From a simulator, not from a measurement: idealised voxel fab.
Process module under the name voxel transistor to metal
The cross-section on display is named cut; it measures 140 nm wide, and its cells are 5 nm squares.
Throughout this document, each cross-section is represented as a grid of square cells and is presented as a sequence of bands enumerated from the top downward, where a band comprises one or more rows of cells. Quick guide to a band line: top height, bottom height (nm) up front; then every material left to right with its width in nm. Only one material and it's marked "edge to edge"? Then it fills the band edge to edge. And "empty" just means empty space. Ref level 0: as-received wafer is one material below here. Bottom band extends down with no lower bound ("0 nm and below"). Width "30->40": first value at the band's top row of cells, second value at its bottom row, equal change from row to row. Given "no change occurred" for a step, no cell of the cross-section differs between before and after that step. The list in "Closed void roster" covers empty spaces of 8 cells or more that cannot reach the top through any open way, and it gives each as width x height at distance; the distance is from the left edge, and width, height and distance are in nm. That trailing text on a step's line, after the settings, is the simulator's own remark on the step. overlay nm: where the mask lay relative to plan, measured to the right, on steps with a mask; negatives go left.
Steps in the process plan:
1) RECEIVE (material Si)
2) CONFORMAL_DEP (material SiO2; thk nm 5)
3) CONFORMAL_DEP (material SiN; thk nm 10)
4) PATTERN (tone cover; mask id ACTIVE; material resist; width nm 100; thk nm 15; overlay nm 0)
5) DIRECTIONAL_ETCH (etch materials SiN; depth nm 10)
6) DIRECTIONAL_ETCH (etch materials SiO2; depth nm 5)
7) DIRECTIONAL_ETCH (etch materials Si; depth nm 35)
8) STRIP (etch materials resist)
9) FILL_DEP (material SiO2; thk nm 10)
10) CMP (height nm 15)
11) SELECTIVE_ETCH (etch materials SiO2; depth nm 5)
12) STRIP (etch materials SiN)
13) SELECTIVE_ETCH (etch materials SiO2; depth nm 5)
14) OXIDIZE (depth nm 5)
15) DIRECTIONAL_DEP (material polySi; thk nm 20)
16) DIRECTIONAL_DEP (material SiCN; thk nm 10)
17) PATTERN (tone cover; mask id GATE; material resist; width nm 30; thk nm 20; overlay nm -15)
18) DIRECTIONAL_ETCH (etch materials SiCN; depth nm 20)
19) DIRECTIONAL_ETCH (etch materials polySi; depth nm 30)
20) STRIP (etch materials resist)
21) CONFORMAL_DEP (material SiO2; thk nm 5)
22) DIRECTIONAL_ETCH (etch materials SiO2; depth nm 5)
23) CONFORMAL_DEP (material SiN; thk nm 10)
24) DIRECTIONAL_ETCH (etch materials SiN; depth nm 10)
25) DIRECTIONAL_ETCH (etch materials SiO2; depth nm 5)
26) DIRECTIONAL_ETCH (etch materials Si; depth nm 15)
27) EPI (material nSi; thk nm 15)
28) FILL_DEP (material SiO2; thk nm 10)
29) CMP (height nm 20)
30) STRIP (etch materials polySi)
31) SELECTIVE_ETCH (etch materials SiO2; depth nm 5)
32) CONFORMAL_DEP (material HfO2; thk nm 5)
33) CONFORMAL_DEP (material TiN; thk nm 5)
34) FILL_DEP (material W; thk nm 10)
35) CMP (height nm 15)
36) DIRECTIONAL_DEP (material SiO2; thk nm 10)
37) MASKED_ETCH (tone open; mask id CONTACT; width nm 15; pitch nm 75; etch materials SiO2; depth nm 15; overlay nm 0)
38) CONFORMAL_DEP (material TiN; thk nm 5)
39) FILL_DEP (material Ru; thk nm 10)
40) CMP (height nm 25)
41) DIRECTIONAL_DEP (material TiN; thk nm 5)
42) DIRECTIONAL_DEP (material Ru; thk nm 25)
43) MASKED_ETCH (tone cover; mask id METAL_1; width nm 15; pitch nm 75; etch materials Ru; depth nm 25; overlay nm 0)
44) MASKED_ETCH (tone cover; mask id METAL_1; width nm 15; pitch nm 75; etch materials TiN; depth nm 5; overlay nm 0)
45) FILL_DEP (material lowk; thk nm 5)
46) CMP (height nm 55)
47) CONFORMAL_DEP (material SiCN; thk nm 5)
48) DIRECTIONAL_DEP (material SiO2; thk nm 30)
49) DIRECTIONAL_DEP (material aC; thk nm 15)
50) PATTERN (tone open; mask id METAL_2; material resist; width nm 15; pitch nm 75; thk nm 35; overlay nm 0)
51) DIRECTIONAL_ETCH (etch materials aC; depth nm 15)
52) STRIP (etch materials resist)
53) DIRECTIONAL_ETCH (etch materials SiO2; depth nm 15)
54) STRIP (etch materials aC)
55) PATTERN (tone open; mask id METAL_2_HOLES; material resist; width nm 15; pitch nm 75; thk nm 20; overlay nm 0)
56) DIRECTIONAL_ETCH (etch materials SiO2; depth nm 15)
57) DIRECTIONAL_ETCH (etch materials SiCN; depth nm 5)
58) STRIP (etch materials resist)
59) CONFORMAL_DEP (material TiN; thk nm 5)
60) FILL_DEP (material Cu; thk nm 5)
61) CMP (height nm 90)
62) CONFORMAL_DEP (material SiN; thk nm 5)
Where the wafers of this document differ is in the overlay nm of step 17; they start out the same, and the plan states the value that applied to the first wafer.
Cross-sectional view of the first of several wafers in the as-received condition, corresponding to the state following step 1:
  0 nm and below: Si edge to edge
  Closed void roster: none
Take a look at the first of several wafers in cross-section: the module is done, and step 62 was its last step:
  95 nm to 90 nm: SiN edge to edge
  90 nm to 60 nm: 25 SiO2  5 TiN  5 Cu  5 TiN  60 SiO2  5 TiN  5 Cu  5 TiN  25 SiO2
  60 nm to 55 nm: 25 SiCN  15 TiN  60 SiCN  15 TiN  25 SiCN
  55 nm to 30 nm: 25 lowk  15 Ru  60 lowk  15 Ru  25 lowk
  30 nm to 25 nm: 25 lowk  15 TiN  60 lowk  15 TiN  25 lowk
  25 nm to 20 nm: 25 SiO2  5 TiN  5 Ru  5 TiN  60 SiO2  5 TiN  5 Ru  5 TiN  25 SiO2
  20 nm to 15 nm: 25 SiO2  15 TiN  60 SiO2  5 TiN  5 Ru  5 TiN  25 SiO2
  15 nm to 10 nm: 25 SiO2  10 SiN  5 HfO2  5 TiN  20 W  5 TiN  5 HfO2  10 SiN  15 SiO2  15 TiN  25 SiO2
  10 nm to 5 nm: 25 SiO2  10 SiN  5 HfO2  5 TiN  20 W  5 TiN  5 HfO2  10 SiN  30 nSi  25 SiO2
  5 nm to 0 nm: 20 SiO2  15 SiN  5 HfO2  30 TiN  5 HfO2  10 SiN  25 nSi  10 SiN  20 SiO2
  0 nm to -5 nm: 35 SiO2  40 HfO2  10 SiO2  25 nSi  30 SiO2
  -5 nm to -20 nm: 20 SiO2  65 Si  25 nSi  10 Si  20 SiO2
  -20 nm to -35 nm: 20 SiO2  100 Si  20 SiO2
  -35 nm and below: Si edge to edge
  Closed void roster: none
Final wafer cross-section at module end:
  95 nm to 90 nm: SiN edge to edge
  90 nm to 60 nm: 25 SiO2  5 TiN  5 Cu  5 TiN  60 SiO2  5 TiN  5 Cu  5 TiN  25 SiO2
  60 nm to 55 nm: 25 SiCN  15 TiN  60 SiCN  15 TiN  25 SiCN
  55 nm to 30 nm: 25 lowk  15 Ru  60 lowk  15 Ru  25 lowk
  30 nm to 25 nm: 25 lowk  15 TiN  60 lowk  15 TiN  25 lowk
  25 nm to 20 nm: 25 SiO2  5 TiN  5 Ru  5 TiN  60 SiO2  5 TiN  5 Ru  5 TiN  25 SiO2
  20 nm to 15 nm: 25 SiO2  5 TiN  5 Ru  5 TiN  60 SiO2  15 TiN  25 SiO2
  15 nm to 10 nm: 25 SiO2  15 TiN  15 SiO2  10 SiN  5 HfO2  5 TiN  20 W  5 TiN  5 HfO2  10 SiN  25 SiO2
  10 nm to 5 nm: 25 SiO2  30 nSi  10 SiN  5 HfO2  5 TiN  20 W  5 TiN  5 HfO2  10 SiN  25 SiO2
  5 nm to 0 nm: 20 SiO2  10 SiN  25 nSi  10 SiN  5 HfO2  30 TiN  5 HfO2  15 SiN  20 SiO2
  0 nm to -5 nm: 30 SiO2  25 nSi  10 SiO2  40 HfO2  35 SiO2
  -5 nm to -20 nm: 20 SiO2  10 Si  25 nSi  65 Si  20 SiO2
  -20 nm to -35 nm: 20 SiO2  100 Si  20 SiO2
  -35 nm and below: Si edge to edge
  Closed void roster: none
Note: the following table is arranged by wafer, a row apiece. Each row reports the end-of-module state: per material, cells gained (+) or cells lost (-) compared with the wafer as received; closed voids follow:
overlay nm -15; +12 Cu; +14 HfO2; +33 Ru; -91 Si; +22 SiCN; +43 SiN; +270 SiO2; +58 TiN; +8 W; +132 lowk; +31 nSi; Closed void roster: none
overlay nm -10; +12 Cu; +14 HfO2; +33 Ru; -88 Si; +22 SiCN; +44 SiN; +271 SiO2; +59 TiN; +8 W; +132 lowk; +25 nSi; Closed void roster: none
overlay nm -5; +12 Cu; +14 HfO2; +33 Ru; -88 Si; +22 SiCN; +44 SiN; +269 SiO2; +60 TiN; +8 W; +132 lowk; +26 nSi; Closed void roster: none
overlay nm 0; +12 Cu; +14 HfO2; +34 Ru; -88 Si; +22 SiCN; +44 SiN; +268 SiO2; +60 TiN; +8 W; +132 lowk; +26 nSi; Closed void roster: none
overlay nm 5; +12 Cu; +14 HfO2; +33 Ru; -88 Si; +22 SiCN; +44 SiN; +269 SiO2; +60 TiN; +8 W; +132 lowk; +26 nSi; Closed void roster: none
overlay nm 10; +12 Cu; +14 HfO2; +33 Ru; -88 Si; +22 SiCN; +44 SiN; +271 SiO2; +59 TiN; +8 W; +132 lowk; +25 nSi; Closed void roster: none
overlay nm 15; +12 Cu; +14 HfO2; +33 Ru; -91 Si; +22 SiCN; +43 SiN; +270 SiO2; +58 TiN; +8 W; +132 lowk; +31 nSi; Closed void roster: none
